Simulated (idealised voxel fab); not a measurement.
Proc. module: voxel self aligned contacts
Cross-section cut spans 260 nm and uses square cells 5 nm in size.
Cross-section layout: square cells on a grid; listed as bands, top to bottom; a band spans one or more cell rows. A band entry consists of two parts. The first gives the height of the band's top and the height of its bottom, in nm. The rest lists the band's materials from left to right, each with its width in nm. A single material labelled with the word "everywhere" fills the band from edge to edge, and the word "blank" marks empty space. Heights from 0 (as-received wafer is one material below). Bottom band endless downward, as "z 0 and below". A two-number width, for instance "30->40", indicates that the width is equal to the first number in the top row of the band and to the second number in the bottom row, and that it changes by a constant amount per row of cells. What does "remains unaltered" mean for a step? It means no cell of the cross-section changed in that step. Closed empty spaces (no open way to the top) of 8 cells or more are what "Entrapped voids" lists, each as width x height at distance from the left edge, nm for all three. On each step's line, the part that comes after the settings is the simulator's own comment on the step. A step line may carry the setting "overlay nm", which, for steps involving a mask, states the distance by which the mask lay to the right of its intended position; negative values denote displacement to the left.

HERE'S WHAT THE PLANNED PROCESS STEPS LOOK LIKE
step 1: op RECEIVE | material Si
step 2: op CONFORMAL_DEP | material SiO2 | thk nm 5
step 3: op DIRECTIONAL_DEP | material polySi | thk nm 25
step 4: op DIRECTIONAL_DEP | material SiN | thk nm 25
step 5: op PATTERN | tone cover | mask id GATE | material resist | width nm 25 | pitch nm 70 | thk nm 20 | overlay nm 0
step 6: op DIRECTIONAL_ETCH | etch materials SiN | depth nm 25
step 7: op DIRECTIONAL_ETCH | etch materials polySi | depth nm 25
step 8: op STRIP | etch materials resist
step 9: op CONFORMAL_DEP | material SiN | thk nm 10
step 10: op DIRECTIONAL_ETCH | etch materials SiN | depth nm 10
step 11: op FILL_DEP | material SiO2 | thk nm 20
step 12: op CMP | height nm 65
step 13: op MASKED_ETCH | tone open | mask id CONTACT | width nm 55 | etch materials SiO2 | depth nm 65 | overlay nm 0
step 14: op CONFORMAL_DEP | material TiN | thk nm 5
step 15: op FILL_DEP | material Ru | thk nm 5
step 16: op CMP | height nm 65
step 17: op CONFORMAL_DEP | material SiN | thk nm 5

AS RECEIVED (POST STEP 1): CROSS-SECTION
    z 0 and below = Si everywhere
    Entrapped voids: none

THIS IS HOW THE WAFER LOOKS IN CROSS-SECTION ONCE THE MODULE IS DONE, GIVEN THE STARTING STATE AND PLAN ABOVE AND ONE MISTAKE IN CARRYING THE PLAN OUT
    z 70 to 65 = SiN everywhere
    z 65 to 55 = 100 of SiO2 | 5->15 of TiN | 45->25 of Ru | 5->15 of TiN | 105 of SiO2
    z 55 to 30 = 75 of SiO2 | 35 of SiN | 5 of TiN | 25 of Ru | 5 of TiN | 35 of SiN | 80 of SiO2
    z 30 to 5 = 75 of SiO2 | 10 of SiN | 15 of polySi | 10 of SiN | 5 of TiN | 25 of Ru | 5 of TiN | 10 of SiN | 15 of polySi | 10 of SiN | 80 of SiO2
    z 5 to 0 = 110 of SiO2 | 35 of TiN | 115 of SiO2
    z 0 and below = Si everywhere
    Entrapped voids: none
Finding, execution versus plan: step 5 did not happen as planned, as run it was op PATTERN | tone cover | mask id GATE | material resist | width nm 15 | pitch nm 70 | thk nm 20 | overlay nm 0
